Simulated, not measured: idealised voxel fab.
Documented hereafter: the process module known as voxel capacitor over wiring.
We display cut, a cross-section 225 nm in width whose square cells are each 5 nm.
The cross-sections in this document take the form of a grid made of square cells. They are written out as bands, in order from top to bottom. Each band consists of one or more rows of cells. It is stipulated that each band's entry specify, in nanometres, the height of the top of the band and then that of its bottom, followed by the materials of the band in left-to-right sequence, each together with its width in nanometres. A single material marked by the word "all across" is understood to fill the band from edge to edge; the word "empty" is understood to denote empty space. We count height from 0. Below that, the starting wafer is all one material. The lowest band never ends at the bottom but goes on down; see "z 0 and below" for how that is written. Note: "30->40" means the width goes from the first number (top row of the band) to the second number (bottom row) in equal steps per row of cells. "changes: none" -> step changed no cross-section cell. Any empty space of 8 cells or more lacking an open way to the top shows up in "Fully sealed cavities" as width x height at distance, distance from the left edge, in nm. Past the settings on a step's line: simulator remark, on that step. overlay nm: on a step with a mask, how far right of its planned place the mask lay; negative means left.
# plan
| 1 | RECEIVE [material Si] |
| 2 | CONFORMAL_DEP [material SiO2] [thk nm 15] |
| 3 | CONFORMAL_DEP [material SiN] [thk nm 5] |
| 4 | DIRECTIONAL_DEP [material SiO2] [thk nm 15] |
| 5 | DIRECTIONAL_DEP [material aC] [thk nm 10] |
| 6 | PATTERN [tone open] [mask id METAL_1] [material resist] [width nm 20] [pitch nm 90] [thk nm 25] [overlay nm 0] |
| 7 | DIRECTIONAL_ETCH [etch materials aC] [depth nm 10] |
| 8 | STRIP [etch materials resist] |
| 9 | DIRECTIONAL_ETCH [etch materials SiO2] [depth nm 15] |
| 10 | DIRECTIONAL_ETCH [etch materials SiN] [depth nm 5] |
| 11 | STRIP [etch materials aC] |
| 12 | CONFORMAL_DEP [material TiN] [thk nm 5] |
| 13 | FILL_DEP [material Cu] [thk nm 10] |
| 14 | CMP [height nm 35] |
| 15 | EPI [material Ru] [thk nm 5] |
| 16 | FILL_DEP [material SiCN] [thk nm 5] |
| 17 | DIRECTIONAL_DEP [material SiO2] [thk nm 20] |
| 18 | PATTERN [tone open] [mask id PLUG_1] [material resist] [width nm 15] [thk nm 15] [overlay nm 0] |
| 19 | DIRECTIONAL_ETCH [etch materials SiO2] [depth nm 20] |
| 20 | DIRECTIONAL_ETCH [etch materials SiCN] [depth nm 5] |
| 21 | STRIP [etch materials resist] |
| 22 | EPI [material Ru] [thk nm 10] |
| 23 | EPI [material Ru] [thk nm 10] |
| 24 | EPI [material Ru] [thk nm 5] |
| 25 | DIRECTIONAL_DEP [material TiN] [thk nm 10] |
| 26 | DIRECTIONAL_DEP [material SiN] [thk nm 5] |
| 27 | DIRECTIONAL_DEP [material TiN] [thk nm 5] |
| 28 | MASKED_ETCH [tone cover] [mask id UPPER_PLATE] [width nm 75] [etch materials TiN] [depth nm 5] [overlay nm 0] |
| 29 | MASKED_ETCH [tone cover] [mask id UPPER_PLATE] [width nm 75] [etch materials SiN] [depth nm 5] [overlay nm 0] |
| 30 | PATTERN [tone cover] [mask id LOWER_PLATE] [material resist] [width nm 85] [thk nm 15] [overlay nm 0] |
| 31 | DIRECTIONAL_ETCH [etch materials TiN] [depth nm 10] |
| 32 | STRIP [etch materials resist] |
| 33 | FILL_DEP [material SiO2] [thk nm 20] |
| 34 | CMP [height nm 100] |
| 35 | MASKED_ETCH [tone open] [mask id PLUG_2] [width nm 15] [etch materials SiO2] [depth nm 15] [overlay nm 0] |
| 36 | CONFORMAL_DEP [material TiN] [thk nm 5] |
| 37 | FILL_DEP [material Cu] [thk nm 5] |
| 38 | CMP [height nm 100] |
| 39 | CONFORMAL_DEP [material SiCN] [thk nm 5] |
# First wafer out of two, processed as planned
# Incoming wafer in cross-section (state: after step 1)
* z 0 and below = Si all across
* Fully sealed cavities: none
# Cross-section of the wafer subsequent to step 2
* z 15 to 0 = SiO2 all across
* Beneath the level 0, the cross-section is identical to its previous state.
# Cross-section of the wafer subsequent to step 3
* z 20 to 15 = SiN all across
* Beneath the level 15, the cross-section is identical to its previous state.
# Cross-section of the wafer subsequent to step 4
* z 35 to 20 = SiO2 all across
* Beneath the level 20, the cross-section is identical to its previous state.
# Cross-section of the wafer subsequent to step 5
* z 45 to 35 = aC all across
* Beneath the level 35, the cross-section is identical to its previous state.
# Cross-section of the wafer subsequent to step 6
* z 70 to 45 = resist: 55; empty: 20; resist: 70; empty: 20; resist: 60
* Beneath the level 45, the cross-section is identical to its previous state.
# Cross-section of the wafer subsequent to step 7
* z 60 to 45 = resist: 55; empty: 20; resist: 70; empty: 20; resist: 60
* z 45 to 35 = aC: 55; empty: 20; aC: 70; empty: 20; aC: 60
* Beneath the level 35, the cross-section is identical to its previous state.
# Cross-section of the wafer subsequent to step 8
* z 45 to 35 = aC: 55; empty: 20; aC: 70; empty: 20; aC: 60
* Beneath the level 35, the cross-section is identical to its previous state.
# Cross-section of the wafer subsequent to step 9
* z 45 to 35 = aC: 55; empty: 20; aC: 70; empty: 20; aC: 60
* z 35 to 20 = SiO2: 55; empty: 20; SiO2: 70; empty: 20; SiO2: 60
* Beneath the level 20, the cross-section is identical to its previous state.
# Cross-section of the wafer subsequent to step 10
* z 45 to 35 = aC: 55; empty: 20; aC: 70; empty: 20; aC: 60
* z 35 to 20 = SiO2: 55; empty: 20; SiO2: 70; empty: 20; SiO2: 60
* z 20 to 15 = SiN: 55; empty: 20; SiN: 70; empty: 20; SiN: 60
* Beneath the level 15, the cross-section is identical to its previous state.
# Cross-section of the wafer subsequent to step 11
* z 35 to 20 = SiO2: 55; empty: 20; SiO2: 70; empty: 20; SiO2: 60
* Beneath the level 20, the cross-section is identical to its previous state.
# Cross-section of the wafer subsequent to step 12
* z 40 to 35 = TiN: 60; empty: 10; TiN: 80; empty: 10; TiN: 65
* z 35 to 20 = SiO2: 55; TiN: 5; empty: 10; TiN: 5; SiO2: 70; TiN: 5; empty: 10; TiN: 5; SiO2: 60
* z 20 to 15 = SiN: 55; TiN: 20; SiN: 70; TiN: 20; SiN: 60
* Beneath the level 15, the cross-section is identical to its previous state.
# Cross-section of the wafer subsequent to step 13
* z 50 to 40 = Cu all across
* z 40 to 35 = TiN: 60; Cu: 10; TiN: 80; Cu: 10; TiN: 65
* z 35 to 20 = SiO2: 55; TiN: 5; Cu: 10; TiN: 5; SiO2: 70; TiN: 5; Cu: 10; TiN: 5; SiO2: 60
* Beneath the level 20, the cross-section is identical to its previous state.
# Cross-section of the wafer subsequent to step 14
* z 35 to 20 = SiO2: 55; TiN: 5; Cu: 10; TiN: 5; SiO2: 70; TiN: 5; Cu: 10; TiN: 5; SiO2: 60
* Beneath the level 20, the cross-section is identical to its previous state.
# Cross-section of the wafer subsequent to step 15
* z 40 to 35 = empty: 50; Ru: 30; empty: 60; Ru: 30; empty: 55
* Beneath the level 35, the cross-section is identical to its previous state.
# Cross-section of the wafer subsequent to step 16
* z 45 to 40 = SiCN all across
* z 40 to 35 = SiCN: 50; Ru: 30; SiCN: 60; Ru: 30; SiCN: 55
* Beneath the level 35, the cross-section is identical to its previous state.
# Cross-section of the wafer subsequent to step 17
* z 65 to 45 = SiO2 all across
* Beneath the level 45, the cross-section is identical to its previous state.
# Cross-section of the wafer subsequent to step 18
* z 80 to 65 = resist: 60; empty: 15; resist: 150
* Beneath the level 65, the cross-section is identical to its previous state.
# Cross-section of the wafer subsequent to step 19
* z 80 to 65 = resist: 60; empty: 15; resist: 150
* z 65 to 45 = SiO2: 60; empty: 15; SiO2: 150
* Beneath the level 45, the cross-section is identical to its previous state.
# Cross-section of the wafer subsequent to step 20
* z 80 to 65 = resist: 60; empty: 15; resist: 150
* z 65 to 45 = SiO2: 60; empty: 15; SiO2: 150
* z 45 to 40 = SiCN: 60; empty: 15; SiCN: 150
* Beneath the level 40, the cross-section is identical to its previous state.
# Cross-section of the wafer subsequent to step 21
* z 65 to 45 = SiO2: 60; empty: 15; SiO2: 150
* Beneath the level 45, the cross-section is identical to its previous state.
# Cross-section of the wafer subsequent to step 22
* z 65 to 50 = SiO2: 60; empty: 15; SiO2: 150
* z 50 to 45 = SiO2: 60; Ru: 15; SiO2: 150
* z 45 to 40 = SiCN: 60; Ru: 15; SiCN: 150
* Beneath the level 40, the cross-section is identical to its previous state.
# Cross-section of the wafer subsequent to step 23
* z 65 to 60 = SiO2: 60; empty: 15; SiO2: 150
* z 60 to 45 = SiO2: 60; Ru: 15; SiO2: 150
* Beneath the level 45, the cross-section is identical to its previous state.
# Cross-section of the wafer subsequent to step 24
* z 65 to 45 = SiO2: 60; Ru: 15; SiO2: 150
* Beneath the level 45, the cross-section is identical to its previous state.
# Cross-section of the wafer subsequent to step 25
* z 75 to 65 = TiN all across
* Beneath the level 65, the cross-section is identical to its previous state.
# Cross-section of the wafer subsequent to step 26
* z 80 to 75 = SiN all across
* Beneath the level 75, the cross-section is identical to its previous state.
# Cross-section of the wafer subsequent to step 27
* z 85 to 80 = TiN all across
* Beneath the level 80, the cross-section is identical to its previous state.
# Cross-section of the wafer subsequent to step 28
* z 85 to 80 = empty: 60; TiN: 75; empty: 90
* Beneath the level 80, the cross-section is identical to its previous state.
# Cross-section of the wafer subsequent to step 29
* z 85 to 80 = empty: 60; TiN: 75; empty: 90
* z 80 to 75 = empty: 60; SiN: 75; empty: 90
* Beneath the level 75, the cross-section is identical to its previous state.
# Cross-section of the wafer subsequent to step 30
* z 100 to 85 = empty: 55; resist: 85; empty: 85
* z 85 to 80 = empty: 55; resist: 5; TiN: 75; resist: 5; empty: 85
* z 80 to 75 = empty: 55; resist: 5; SiN: 75; resist: 5; empty: 85
* Beneath the level 75, the cross-section is identical to its previous state.
# Cross-section of the wafer subsequent to step 31
* z 100 to 85 = empty: 55; resist: 85; empty: 85
* z 85 to 80 = empty: 55; resist: 5; TiN: 75; resist: 5; empty: 85
* z 80 to 75 = empty: 55; resist: 5; SiN: 75; resist: 5; empty: 85
* z 75 to 65 = empty: 55; TiN: 85; empty: 85
* Beneath the level 65, the cross-section is identical to its previous state.
# Cross-section of the wafer subsequent to step 32
* z 85 to 80 = empty: 60; TiN: 75; empty: 90
* z 80 to 75 = empty: 60; SiN: 75; empty: 90
* Beneath the level 75, the cross-section is identical to its previous state.
# Cross-section of the wafer subsequent to step 33
* z 105 to 85 = SiO2 all across
* z 85 to 80 = SiO2: 60; TiN: 75; SiO2: 90
* z 80 to 75 = SiO2: 60; SiN: 75; SiO2: 90
* z 75 to 65 = SiO2: 55; TiN: 85; SiO2: 85
* Beneath the level 65, the cross-section is identical to its previous state.
# Cross-section of the wafer subsequent to step 34
* z 100 to 85 = SiO2 all across
* Beneath the level 85, the cross-section is identical to its previous state.
# Cross-section of the wafer subsequent to step 35
* z 100 to 85 = SiO2: 70; empty: 15; SiO2: 140
* Beneath the level 85, the cross-section is identical to its previous state.
# Cross-section of the wafer subsequent to step 36
* z 105 to 100 = TiN: 75; empty: 5; TiN: 145
* z 100 to 90 = SiO2: 70; TiN: 5; empty: 5; TiN: 5; SiO2: 140
* z 90 to 80 = SiO2: 70->60; TiN: 15->75; SiO2: 140->90
* Beneath the level 80, the cross-section is identical to its previous state.
# Cross-section of the wafer subsequent to step 37
* z 110 to 105 = Cu all across
* z 105 to 100 = TiN: 75; Cu: 5; TiN: 145
* z 100 to 90 = SiO2: 70; TiN: 5; Cu: 5; TiN: 5; SiO2: 140
* Beneath the level 90, the cross-section is identical to its previous state.
# Cross-section of the wafer subsequent to step 38
* z 100 to 90 = SiO2: 70; TiN: 5; Cu: 5; TiN: 5; SiO2: 140
* Beneath the level 90, the cross-section is identical to its previous state.
# Cross-section of the wafer subsequent to step 39
* z 105 to 100 = SiCN all across
* Beneath the level 100, the cross-section is identical to its previous state.
# Second wafer, same starting state and plan as the first, one mistake in the run, identical through step 29
# Planned end of step 30: second wafer, cross-section
* z 100 to 85 = resist: 55; empty: 85; resist: 85
* z 85 to 80 = resist: 55; empty: 5; TiN: 75; empty: 5; resist: 85
* z 80 to 75 = resist: 55; empty: 5; SiN: 75; empty: 5; resist: 85
* Beneath the level 75, the cross-section is identical to its previous state.
# Planned end of step 31: second wafer, cross-section
* z 100 to 80 = resist: 55; empty: 85; resist: 85
* z 80 to 75 = resist: 55; empty: 5; SiN: 75; empty: 5; resist: 85
* z 75 to 65 = TiN: 55; empty: 5; TiN: 75; empty: 5; TiN: 85
* Beneath the level 65, the cross-section is identical to its previous state.
# Planned end of step 32: second wafer, cross-section
* z 80 to 75 = empty: 60; SiN: 75; empty: 90
* Beneath the level 75, the cross-section is identical to its previous state.
# Planned end of step 33: second wafer, cross-section
* z 100 to 80 = SiO2 all across
* z 80 to 75 = SiO2: 60; SiN: 75; SiO2: 90
* z 75 to 65 = TiN: 55; SiO2: 5; TiN: 75; SiO2: 5; TiN: 85
* Beneath the level 65, the cross-section is identical to its previous state.
Planned end of step 34: second wafer, cross-section: changes: none
# Planned end of step 35: second wafer, cross-section
* z 100 to 85 = SiO2: 70; empty: 15; SiO2: 140
* Beneath the level 85, the cross-section is identical to its previous state.
# Planned end of step 36: second wafer, cross-section
* z 105 to 100 = TiN: 75; empty: 5; TiN: 145
* z 100 to 90 = SiO2: 70; TiN: 5; empty: 5; TiN: 5; SiO2: 140
* z 90 to 85 = SiO2: 70; TiN: 15; SiO2: 140
* Beneath the level 85, the cross-section is identical to its previous state.
# Planned end of step 37: second wafer, cross-section
* z 110 to 105 = Cu all across
* z 105 to 100 = TiN: 75; Cu: 5; TiN: 145
* z 100 to 90 = SiO2: 70; TiN: 5; Cu: 5; TiN: 5; SiO2: 140
* Beneath the level 90, the cross-section is identical to its previous state.
# Planned end of step 38: second wafer, cross-section
* z 100 to 90 = SiO2: 70; TiN: 5; Cu: 5; TiN: 5; SiO2: 140
* Beneath the level 90, the cross-section is identical to its previous state.
# Planned end of step 39: second wafer, cross-section
* z 105 to 100 = SiCN all across
* Beneath the level 100, the cross-section is identical to its previous state.
It is concluded that the wafer was processed incorrectly with respect to the plan, in that off-plan run, step 30, actual operation and settings PATTERN [tone open] [mask id LOWER_PLATE] [material resist] [width nm 85] [thk nm 15] [overlay nm 0]
The final cell counts differ between the wafers, with the second having more or fewer of some materials than the first: SiO2: 37 fewer; TiN: 37 more
